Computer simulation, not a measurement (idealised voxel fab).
Proc. module: voxel tone inversion
FYI the section here is cut, 265 nm wide, cells are 5 nm squares.
Think of the cross-section as a grid of square cells. We describe it in bands, top to bottom, and each band covers one or more rows of those cells.
Heights first: top, then bottom, in nm. Then materials, left to right, each with a width in nm. "throughout" on a single material: fills the band edge to edge. "blank": empty space.
The reference from which all heights are counted is 0, the level beneath which the as-received wafer is entirely one material; the lowest band, having no lower bound, proceeds downward and is written after the example "z 0 and below".
When a width is written as two numbers, as in "30 to 40", the first number is the width in the top row of cells of the band and the second is the width in its bottom row, and the width changes by the same amount from each row to the next.
No cell of the cross-section changed in a step that is given as "everything unchanged".
Fully closed voids: empty space of 8 cells or more with no open way to the top, each as width x height at its distance from the left edge, in nm
Where a step's line continues beyond its settings, the continuation is a remark by the simulator itself on that step.
overlay nm: how far to the right of its planned place the mask lay on this masked step (negative: to the left).
Heads up before you read on: it's before/after pairs around one process step each, after side only down to the lowest band that changed, step plus settings under the pair. Pairs can be from different runs of this module, same starting wafer, so only chain a pair onto the one above if its "before" entry says so.

Before
> z 0 and below = Si throughout
> Fully closed voids: none

Result of Step
> z 5 to 0 = SiCN throughout
> Heights below 0 show no change.
> Fully closed voids: none
In between the before and after cross-sections above, the step is CONFORMAL_DEP with material SiCN, thk nm 5

before: just use the after drawing of the pair above as your starting point.

Result of Step
> z 25 to 5 = aC throughout
> Heights below 5 show no change.
> Fully closed voids: none
In between the before and after cross-sections above, the step is DIRECTIONAL_DEP with material aC, thk nm 20

before: just use the after drawing of the pair above as your starting point.

Result of Step
> z 50 to 25 = blank (75); resist (20); blank (25); resist (20); blank (25); resist (20); blank (80)
> Heights below 25 show no change.
> Fully closed voids: none
In between the before and after cross-sections above, the step is PATTERN with tone cover, mask id POSTS, material resist, width nm 20, pitch nm 45, thk nm 25, overlay nm 0

before: just use the after drawing of the pair above as your starting point.

Result of Step
> z 30 to 25 = blank (75); resist (20); blank (25); resist (20); blank (25); resist (20); blank (80)
> z 25 to 5 = blank (75); aC (20); blank (25); aC (20); blank (25); aC (20); blank (80)
> Heights below 5 show no change.
> Fully closed voids: none
In between the before and after cross-sections above, the step is DIRECTIONAL_ETCH with etch materials aC, depth nm 20

before: just use the after drawing of the pair above as your starting point.

Result of Step
> z 25 to 5 = blank (75); aC (20); blank (25); aC (20); blank (25); aC (20); blank (80)
> Heights below 5 show no change.
> Fully closed voids: none
In between the before and after cross-sections above, the step is STRIP with etch materials resist

before: just use the after drawing of the pair above as your starting point.

Result of Step
> z 30 to 25 = lowk throughout
> z 25 to 5 = lowk (75); aC (20); lowk (25); aC (20); lowk (25); aC (20); lowk (80)
> Heights below 5 show no change.
> Fully closed voids: none
In between the before and after cross-sections above, the step is FILL_DEP with material lowk, thk nm 5

before: just use the after drawing of the pair above as your starting point.

Result of Step
> z 25 to 5 = lowk (75); aC (20); lowk (25); aC (20); lowk (25); aC (20); lowk (80)
> Heights below 5 show no change.
> Fully closed voids: none
In between the before and after cross-sections above, the step is CMP with height nm 25

before: just use the after drawing of the pair above as your starting point.

Result of Step
> z 25 to 5 = lowk (75); blank (20); lowk (25); blank (20); lowk (25); blank (20); lowk (80)
> Heights below 5 show no change.
> Fully closed voids: none
In between the before and after cross-sections above, the step is STRIP with etch materials aC

before: just use the after drawing of the pair above as your starting point.

Result of Step
> z 30 to 25 = TiN (80); blank (10); TiN (35); blank (10); TiN (35); blank (10); TiN (85)
> z 25 to 10 = lowk (75); TiN (5); blank (10); TiN (5); lowk (25); TiN (5); blank (10); TiN (5); lowk (25); TiN (5); blank (10); TiN (5); lowk (80)
> z 10 to 5 = lowk (75); TiN (20); lowk (25); TiN (20); lowk (25); TiN (20); lowk (80)
> Heights below 5 show no change.
> Fully closed voids: none
In between the before and after cross-sections above, the step is CONFORMAL_DEP with material TiN, thk nm 5

before: just use the after drawing of the pair above as your starting point.

Result of Step
> z 35 to 30 = Ru throughout
> z 30 to 25 = TiN (80); Ru (10); TiN (35); Ru (10); TiN (35); Ru (10); TiN (85)
> z 25 to 10 = lowk (75); TiN (5); Ru (10); TiN (5); lowk (25); TiN (5); Ru (10); TiN (5); lowk (25); TiN (5); Ru (10); TiN (5); lowk (80)
> Heights below 10 show no change.
> Fully closed voids: none
In between the before and after cross-sections above, the step is FILL_DEP with material Ru, thk nm 5

before: just use the after drawing of the pair above as your starting point.

Result of Step
> z 25 to 10 = lowk (75); TiN (5); Ru (10); TiN (5); lowk (25); TiN (5); Ru (10); TiN (5); lowk (25); TiN (5); Ru (10); TiN (5); lowk (80)
> Heights below 10 show no change.
> Fully closed voids: none
In between the before and after cross-sections above, the step is CMP with height nm 25

before: just use the after drawing of the pair above as your starting point.

Result of Step
> z 30 to 25 = SiCN throughout
> Heights below 25 show no change.
> Fully closed voids: none
In between the before and after cross-sections above, the step is CONFORMAL_DEP with material SiCN, thk nm 5

Before
> z 0 and below = Si throughout
> Fully closed voids: none

Result of Step
> z 20 to 0 = aC throughout
> Heights below 0 show no change.
> Fully closed voids: none
In between the before and after cross-sections above, the step is DIRECTIONAL_DEP with material aC, thk nm 20

before: just use the after drawing of the pair above as your starting point.

Result of Step
> z 45 to 20 = blank (75); resist (20); blank (25); resist (20); blank (25); resist (20); blank (80)
> Heights below 20 show no change.
> Fully closed voids: none
In between the before and after cross-sections above, the step is PATTERN with tone cover, mask id POSTS, material resist, width nm 20, pitch nm 45, thk nm 25, overlay nm 0

before: just use the after drawing of the pair above as your starting point.

Result of Step
> z 25 to 20 = blank (75); resist (20); blank (25); resist (20); blank (25); resist (20); blank (80)
> z 20 to 0 = blank (75); aC (20); blank (25); aC (20); blank (25); aC (20); blank (80)
> Heights below 0 show no change.
> Fully closed voids: none
In between the before and after cross-sections above, the step is DIRECTIONAL_ETCH with etch materials aC, depth nm 20

before: just use the after drawing of the pair above as your starting point.

Result of Step
> z 20 to 0 = blank (75); aC (20); blank (25); aC (20); blank (25); aC (20); blank (80)
> Heights below 0 show no change.
> Fully closed voids: none
In between the before and after cross-sections above, the step is STRIP with etch materials resist

before: just use the after drawing of the pair above as your starting point.

Result of Step
> z 25 to 20 = lowk throughout
> z 20 to 0 = lowk (75); aC (20); lowk (25); aC (20); lowk (25); aC (20); lowk (80)
> Heights below 0 show no change.
> Fully closed voids: none
In between the before and after cross-sections above, the step is FILL_DEP with material lowk, thk nm 5

before: just use the after drawing of the pair above as your starting point.

Result of Step
> z 30 to 25 = TiN throughout
> Heights below 25 show no change.
> Fully closed voids: none
In between the before and after cross-sections above, the step is CONFORMAL_DEP with material TiN, thk nm 5

before: just use the after drawing of the pair above as your starting point.

Result of Step
> z 35 to 30 = Ru throughout
> Heights below 30 show no change.
> Fully closed voids: none
In between the before and after cross-sections above, the step is FILL_DEP with material Ru, thk nm 5

before: just use the after drawing of the pair above as your starting point.

Result of Step
> z 25 to 20 = lowk throughout
> Heights below 20 show no change.
> Fully closed voids: none
In between the before and after cross-sections above, the step is CMP with height nm 25

before: just use the after drawing of the pair above as your starting point.

Result of Step
> z 30 to 25 = SiCN throughout
> Heights below 25 show no change.
> Fully closed voids: none
In between the before and after cross-sections above, the step is CONFORMAL_DEP with material SiCN, thk nm 5

Before
> z 20 to 0 = aC throughout
> z 0 and below = Si throughout
> Fully closed voids: none

Result of Step
> z 25 to 20 = SiCN throughout
> Heights below 20 show no change.
> Fully closed voids: none
In between the before and after cross-sections above, the step is CONFORMAL_DEP with material SiCN, thk nm 5

before: just use the after drawing of the pair above as your starting point.

Result of Step
> z 50 to 25 = blank (75); resist (20); blank (25); resist (20); blank (25); resist (20); blank (80)
> Heights below 25 show no change.
> Fully closed voids: none
In between the before and after cross-sections above, the step is PATTERN with tone cover, mask id POSTS, material resist, width nm 20, pitch nm 45, thk nm 25, overlay nm 0

before: just use the after drawing of the pair above as your starting point.

Result of Step
> z 30 to 25 = blank (75); resist (20); blank (25); resist (20); blank (25); resist (20); blank (80)
> Heights below 25 show no change.
> Fully closed voids: none
In between the before and after cross-sections above, the step is DIRECTIONAL_ETCH with etch materials aC, depth nm 20

before: just use the after drawing of the pair above as your starting point.

Result of Step
> z 25 to 20 = SiCN throughout
> Heights below 20 show no change.
> Fully closed voids: none
In between the before and after cross-sections above, the step is STRIP with etch materials resist

before: just use the after drawing of the pair above as your starting point.

Result of Step
> z 30 to 25 = lowk throughout
> Heights below 25 show no change.
> Fully closed voids: none
In between the before and after cross-sections above, the step is FILL_DEP with material lowk, thk nm 5

before: just use the after drawing of the pair above as your starting point.

Result of Step
> z 25 to 20 = SiCN throughout
> Heights below 20 show no change.
> Fully closed voids: none
In between the before and after cross-sections above, the step is CMP with height nm 25

before: just use the after drawing of the pair above as your starting point.

Result of Step
> z 30 to 25 = TiN throughout
> Heights below 25 show no change.
> Fully closed voids: none
In between the before and after cross-sections above, the step is CONFORMAL_DEP with material TiN, thk nm 5

before: just use the after drawing of the pair above as your starting point.

Result of Step
> z 35 to 30 = Ru throughout
> Heights below 30 show no change.
> Fully closed voids: none
In between the before and after cross-sections above, the step is FILL_DEP with material Ru, thk nm 5

before: just use the after drawing of the pair above as your starting point.

Result of Step
> z 25 to 20 = SiCN throughout
> Heights below 20 show no change.
> Fully closed voids: none
In between the before and after cross-sections above, the step is CMP with height nm 25

before: just use the after drawing of the pair above as your starting point.

Result of Step
> z 30 to 20 = SiCN throughout
> Heights below 20 show no change.
> Fully closed voids: none
In between the before and after cross-sections above, the step is CONFORMAL_DEP with material SiCN, thk nm 5

Before
> z 30 to 25 = lowk throughout
> z 25 to 5 = lowk (75); aC (20); lowk (25); aC (20); lowk (25); aC (20); lowk (80)
> z 5 to 0 = SiCN throughout
> z 0 and below = Si throughout
> Fully closed voids: none

Result of Step
> z 20 to 5 = lowk (75); aC (20); lowk (25); aC (20); lowk (25); aC (20); lowk (80)
> Heights below 5 show no change.
> Fully closed voids: none
In between the before and after cross-sections above, the step is CMP with height nm 20

before: just use the after drawing of the pair above as your starting point.

Result of Step
> z 20 to 5 = lowk (75); blank (20); lowk (25); blank (20); lowk (25); blank (20); lowk (80)
> Heights below 5 show no change.
> Fully closed voids: none
In between the before and after cross-sections above, the step is STRIP with etch materials aC

before: just use the after drawing of the pair above as your starting point.

Result of Step
> z 25 to 20 = TiN (80); blank (10); TiN (35); blank (10); TiN (35); blank (10); TiN (85)
> z 20 to 10 = lowk (75); TiN (5); blank (10); TiN (5); lowk (25); TiN (5); blank (10); TiN (5); lowk (25); TiN (5); blank (10); TiN (5); lowk (80)
> z 10 to 5 = lowk (75); TiN (20); lowk (25); TiN (20); lowk (25); TiN (20); lowk (80)
> Heights below 5 show no change.
> Fully closed voids: none
In between the before and after cross-sections above, the step is CONFORMAL_DEP with material TiN, thk nm 5

before: just use the after drawing of the pair above as your starting point.

Result of Step
> z 30 to 25 = Ru throughout
> z 25 to 20 = TiN (80); Ru (10); TiN (35); Ru (10); TiN (35); Ru (10); TiN (85)
> z 20 to 10 = lowk (75); TiN (5); Ru (10); TiN (5); lowk (25); TiN (5); Ru (10); TiN (5); lowk (25); TiN (5); Ru (10); TiN (5); lowk (80)
> Heights below 10 show no change.
> Fully closed voids: none
In between the before and after cross-sections above, the step is FILL_DEP with material Ru, thk nm 5

before: just use the after drawing of the pair above as your starting point.

Result of Step
> z 25 to 20 = TiN (80); Ru (10); TiN (35); Ru (10); TiN (35); Ru (10); TiN (85)
> Heights below 20 show no change.
> Fully closed voids: none
In between the before and after cross-sections above, the step is CMP with height nm 25

before: just use the after drawing of the pair above as your starting point.

Result of Step
> z 30 to 25 = SiCN throughout
> Heights below 25 show no change.
> Fully closed voids: none
In between the before and after cross-sections above, the step is CONFORMAL_DEP with material SiCN, thk nm 5

Before
> z 25 to 5 = aC throughout
> z 5 to 0 = SiCN throughout
> z 0 and below = Si throughout
> Fully closed voids: none

Result of Step
> z 50 to 25 = blank (75); resist (25); blank (20); resist (25); blank (20); resist (25); blank (75)
> Heights below 25 show no change.
> Fully closed voids: none
In between the before and after cross-sections above, the step is PATTERN with tone cover, mask id POSTS, material resist, width nm 25, pitch nm 45, thk nm 25, overlay nm 0

before: just use the after drawing of the pair above as your starting point.

Result of Step
> z 30 to 25 = blank (75); resist (25); blank (20); resist (25); blank (20); resist (25); blank (75)
> z 25 to 5 = blank (75); aC (25); blank (20); aC (25); blank (20); aC (25); blank (75)
> Heights below 5 show no change.
> Fully closed voids: none
In between the before and after cross-sections above, the step is DIRECTIONAL_ETCH with etch materials aC, depth nm 20

before: just use the after drawing of the pair above as your starting point.

Result of Step
> z 25 to 5 = blank (75); aC (25); blank (20); aC (25); blank (20); aC (25); blank (75)
> Heights below 5 show no change.
> Fully closed voids: none
In between the before and after cross-sections above, the step is STRIP with etch materials resist

before: just use the after drawing of the pair above as your starting point.

Result of Step
> z 30 to 25 = lowk throughout
> z 25 to 5 = lowk (75); aC (25); lowk (20); aC (25); lowk (20); aC (25); lowk (75)
> Heights below 5 show no change.
> Fully closed voids: none
In between the before and after cross-sections above, the step is FILL_DEP with material lowk, thk nm 5

before: just use the after drawing of the pair above as your starting point.

Result of Step
> z 25 to 5 = lowk (75); aC (25); lowk (20); aC (25); lowk (20); aC (25); lowk (75)
> Heights below 5 show no change.
> Fully closed voids: none
In between the before and after cross-sections above, the step is CMP with height nm 25

before: just use the after drawing of the pair above as your starting point.

Result of Step
> z 25 to 5 = lowk (75); blank (25); lowk (20); blank (25); lowk (20); blank (25); lowk (75)
> Heights below 5 show no change.
> Fully closed voids: none
In between the before and after cross-sections above, the step is STRIP with etch materials aC

before: just use the after drawing of the pair above as your starting point.

Result of Step
> z 30 to 25 = TiN (80); blank (15); TiN (30); blank (15); TiN (30); blank (15); TiN (80)
> z 25 to 10 = lowk (75); TiN (5); blank (15); TiN (5); lowk (20); TiN (5); blank (15); TiN (5); lowk (20); TiN (5); blank (15); TiN (5); lowk (75)
> z 10 to 5 = lowk (75); TiN (25); lowk (20); TiN (25); lowk (20); TiN (25); lowk (75)
> Heights below 5 show no change.
> Fully closed voids: none
In between the before and after cross-sections above, the step is CONFORMAL_DEP with material TiN, thk nm 5

before: just use the after drawing of the pair above as your starting point.

Result of Step
> z 35 to 30 = Ru throughout
> z 30 to 25 = TiN (80); Ru (15); TiN (30); Ru (15); TiN (30); Ru (15); TiN (80)
> z 25 to 10 = lowk (75); TiN (5); Ru (15); TiN (5); lowk (20); TiN (5); Ru (15); TiN (5); lowk (20); TiN (5); Ru (15); TiN (5); lowk (75)
> Heights below 10 show no change.
> Fully closed voids: none
In between the before and after cross-sections above, the step is FILL_DEP with material Ru, thk nm 5

before: just use the after drawing of the pair above as your starting point.

Result of Step
> z 25 to 10 = lowk (75); TiN (5); Ru (15); TiN (5); lowk (20); TiN (5); Ru (15); TiN (5); lowk (20); TiN (5); Ru (15); TiN (5); lowk (75)
> Heights below 10 show no change.
> Fully closed voids: none
In between the before and after cross-sections above, the step is CMP with height nm 25

before: just use the after drawing of the pair above as your starting point.

Result of Step
> z 30 to 25 = SiCN throughout
> Heights below 25 show no change.
> Fully closed voids: none
In between the before and after cross-sections above, the step is CONFORMAL_DEP with material SiCN, thk nm 5

Before
> z 25 to 5 = aC throughout
> z 5 to 0 = SiCN throughout
> z 0 and below = Si throughout
> Fully closed voids: none

Result of Step
> z 50 to 25 = blank (80); resist (20); blank (25); resist (20); blank (25); resist (20); blank (75)
> Heights below 25 show no change.
> Fully closed voids: none
In between the before and after cross-sections above, the step is PATTERN with tone cover, mask id POSTS, material resist, width nm 20, pitch nm 45, thk nm 25, overlay nm 5

before: just use the after drawing of the pair above as your starting point.

Result of Step
> z 30 to 25 = blank (80); resist (20); blank (25); resist (20); blank (25); resist (20); blank (75)
> z 25 to 5 = blank (80); aC (20); blank (25); aC (20); blank (25); aC (20); blank (75)
> Heights below 5 show no change.
> Fully closed voids: none
In between the before and after cross-sections above, the step is DIRECTIONAL_ETCH with etch materials aC, depth nm 20

before: just use the after drawing of the pair above as your starting point.

Result of Step
> z 25 to 5 = blank (80); aC (20); blank (25); aC (20); blank (25); aC (20); blank (75)
> Heights below 5 show no change.
> Fully closed voids: none
In between the before and after cross-sections above, the step is STRIP with etch materials resist

before: just use the after drawing of the pair above as your starting point.

Result of Step
> z 30 to 25 = lowk throughout
> z 25 to 5 = lowk (80); aC (20); lowk (25); aC (20); lowk (25); aC (20); lowk (75)
> Heights below 5 show no change.
> Fully closed voids: none
In between the before and after cross-sections above, the step is FILL_DEP with material lowk, thk nm 5

before: just use the after drawing of the pair above as your starting point.

Result of Step
> z 25 to 5 = lowk (80); aC (20); lowk (25); aC (20); lowk (25); aC (20); lowk (75)
> Heights below 5 show no change.
> Fully closed voids: none
In between the before and after cross-sections above, the step is CMP with height nm 25

before: just use the after drawing of the pair above as your starting point.

Result of Step
> z 25 to 5 = lowk (80); blank (20); lowk (25); blank (20); lowk (25); blank (20); lowk (75)
> Heights below 5 show no change.
> Fully closed voids: none
In between the before and after cross-sections above, the step is STRIP with etch materials aC

before: just use the after drawing of the pair above as your starting point.

Result of Step
> z 30 to 25 = TiN (85); blank (10); TiN (35); blank (10); TiN (35); blank (10); TiN (80)
> z 25 to 10 = lowk (80); TiN (5); blank (10); TiN (5); lowk (25); TiN (5); blank (10); TiN (5); lowk (25); TiN (5); blank (10); TiN (5); lowk (75)
> z 10 to 5 = lowk (80); TiN (20); lowk (25); TiN (20); lowk (25); TiN (20); lowk (75)
> Heights below 5 show no change.
> Fully closed voids: none
In between the before and after cross-sections above, the step is CONFORMAL_DEP with material TiN, thk nm 5

before: just use the after drawing of the pair above as your starting point.

Result of Step
> z 35 to 30 = Ru throughout
> z 30 to 25 = TiN (85); Ru (10); TiN (35); Ru (10); TiN (35); Ru (10); TiN (80)
> z 25 to 10 = lowk (80); TiN (5); Ru (10); TiN (5); lowk (25); TiN (5); Ru (10); TiN (5); lowk (25); TiN (5); Ru (10); TiN (5); lowk (75)
> Heights below 10 show no change.
> Fully closed voids: none
In between the before and after cross-sections above, the step is FILL_DEP with material Ru, thk nm 5

before: just use the after drawing of the pair above as your starting point.

Result of Step
> z 25 to 10 = lowk (80); TiN (5); Ru (10); TiN (5); lowk (25); TiN (5); Ru (10); TiN (5); lowk (25); TiN (5); Ru (10); TiN (5); lowk (75)
> Heights below 10 show no change.
> Fully closed voids: none
In between the before and after cross-sections above, the step is CMP with height nm 25

before: just use the after drawing of the pair above as your starting point.

Result of Step
> z 30 to 25 = SiCN throughout
> Heights below 25 show no change.
> Fully closed voids: none
In between the before and after cross-sections above, the step is CONFORMAL_DEP with material SiCN, thk nm 5

Before
> z 30 to 25 = TiN (80); blank (10); TiN (35); blank (10); TiN (35); blank (10); TiN (85)
> z 25 to 10 = lowk (75); TiN (5); blank (10); TiN (5); lowk (25); TiN (5); blank (10); TiN (5); lowk (25); TiN (5); blank (10); TiN (5); lowk (80)
> z 10 to 5 = lowk (75); TiN (20); lowk (25); TiN (20); lowk (25); TiN (20); lowk (80)
> z 5 to 0 = SiCN throughout
> z 0 and below = Si throughout
> Fully closed voids: none

Result of Step
> z 35 to 30 = lowk throughout
> z 30 to 25 = TiN (80); lowk (10); TiN (35); lowk (10); TiN (35); lowk (10); TiN (85)
> z 25 to 10 = lowk (75); TiN (5); lowk (10); TiN (5); lowk (25); TiN (5); lowk (10); TiN (5); lowk (25); TiN (5); lowk (10); TiN (5); lowk (80)
> Heights below 10 show no change.
> Fully closed voids: none
In between the before and after cross-sections above, the step is FILL_DEP with material lowk, thk nm 5

before: just use the after drawing of the pair above as your starting point.

Result of Step
> z 25 to 10 = lowk (75); TiN (5); lowk (10); TiN (5); lowk (25); TiN (5); lowk (10); TiN (5); lowk (25); TiN (5); lowk (10); TiN (5); lowk (80)
> Heights below 10 show no change.
> Fully closed voids: none
In between the before and after cross-sections above, the step is CMP with height nm 25

before: just use the after drawing of the pair above as your starting point.

Result of Step
> z 30 to 25 = SiCN throughout
> Heights below 25 show no change.
> Fully closed voids: none
In between the before and after cross-sections above, the step is CONFORMAL_DEP with material SiCN, thk nm 5

Before
> z 25 to 5 = aC throughout
> z 5 to 0 = SiCN throughout
> z 0 and below = Si throughout
> Fully closed voids: none

Result of Step
> z 50 to 25 = resist (75); blank (20); resist (25); blank (20); resist (25); blank (20); resist (80)
> Heights below 25 show no change.
> Fully closed voids: none
In between the before and after cross-sections above, the step is PATTERN with tone open, mask id POSTS, material resist, width nm 20, pitch nm 45, thk nm 25, overlay nm 0

before: just use the after drawing of the pair above as your starting point.

Result of Step
> z 30 to 25 = resist (75); blank (20); resist (25); blank (20); resist (25); blank (20); resist (80)
> z 25 to 5 = aC (75); blank (20); aC (25); blank (20); aC (25); blank (20); aC (80)
> Heights below 5 show no change.
> Fully closed voids: none
In between the before and after cross-sections above, the step is DIRECTIONAL_ETCH with etch materials aC, depth nm 20

before: just use the after drawing of the pair above as your starting point.

Result of Step
> z 25 to 5 = aC (75); blank (20); aC (25); blank (20); aC (25); blank (20); aC (80)
> Heights below 5 show no change.
> Fully closed voids: none
In between the before and after cross-sections above, the step is STRIP with etch materials resist

before: just use the after drawing of the pair above as your starting point.

Result of Step
> z 30 to 25 = lowk throughout
> z 25 to 5 = aC (75); lowk (20); aC (25); lowk (20); aC (25); lowk (20); aC (80)
> Heights below 5 show no change.
> Fully closed voids: none
In between the before and after cross-sections above, the step is FILL_DEP with material lowk, thk nm 5

before: just use the after drawing of the pair above as your starting point.

Result of Step
> z 25 to 5 = aC (75); lowk (20); aC (25); lowk (20); aC (25); lowk (20); aC (80)
> Heights below 5 show no change.
> Fully closed voids: none
In between the before and after cross-sections above, the step is CMP with height nm 25

before: just use the after drawing of the pair above as your starting point.

Result of Step
> z 25 to 5 = blank (75); lowk (20); blank (25); lowk (20); blank (25); lowk (20); blank (80)
> Heights below 5 show no change.
> Fully closed voids: none
In between the before and after cross-sections above, the step is STRIP with etch materials aC

before: just use the after drawing of the pair above as your starting point.

Result of Step
> z 30 to 25 = blank (70); TiN (30); blank (15); TiN (30); blank (15); TiN (30); blank (75)
> z 25 to 10 = blank (70); TiN (5); lowk (20); TiN (5); blank (15); TiN (5); lowk (20); TiN (5); blank (15); TiN (5); lowk (20); TiN (5); blank (75)
> z 10 to 5 = TiN (75); lowk (20); TiN (25); lowk (20); TiN (25); lowk (20); TiN (80)
> Heights below 5 show no change.
> Fully closed voids: none
In between the before and after cross-sections above, the step is CONFORMAL_DEP with material TiN, thk nm 5

before: just use the after drawing of the pair above as your starting point.

Result of Step
> z 35 to 30 = Ru throughout
> z 30 to 25 = Ru (70); TiN (30); Ru (15); TiN (30); Ru (15); TiN (30); Ru (75)
> z 25 to 10 = Ru (70); TiN (5); lowk (20); TiN (5); Ru (15); TiN (5); lowk (20); TiN (5); Ru (15); TiN (5); lowk (20); TiN (5); Ru (75)
> Heights below 10 show no change.
> Fully closed voids: none
In between the before and after cross-sections above, the step is FILL_DEP with material Ru, thk nm 5

before: just use the after drawing of the pair above as your starting point.

Result of Step
> z 25 to 10 = Ru (70); TiN (5); lowk (20); TiN (5); Ru (15); TiN (5); lowk (20); TiN (5); Ru (15); TiN (5); lowk (20); TiN (5); Ru (75)
> Heights below 10 show no change.
> Fully closed voids: none
In between the before and after cross-sections above, the step is CMP with height nm 25

before: just use the after drawing of the pair above as your starting point.

Result of Step
> z 30 to 25 = SiCN throughout
> Heights below 25 show no change.
> Fully closed voids: none
In between the before and after cross-sections above, the step is CONFORMAL_DEP with material SiCN, thk nm 5
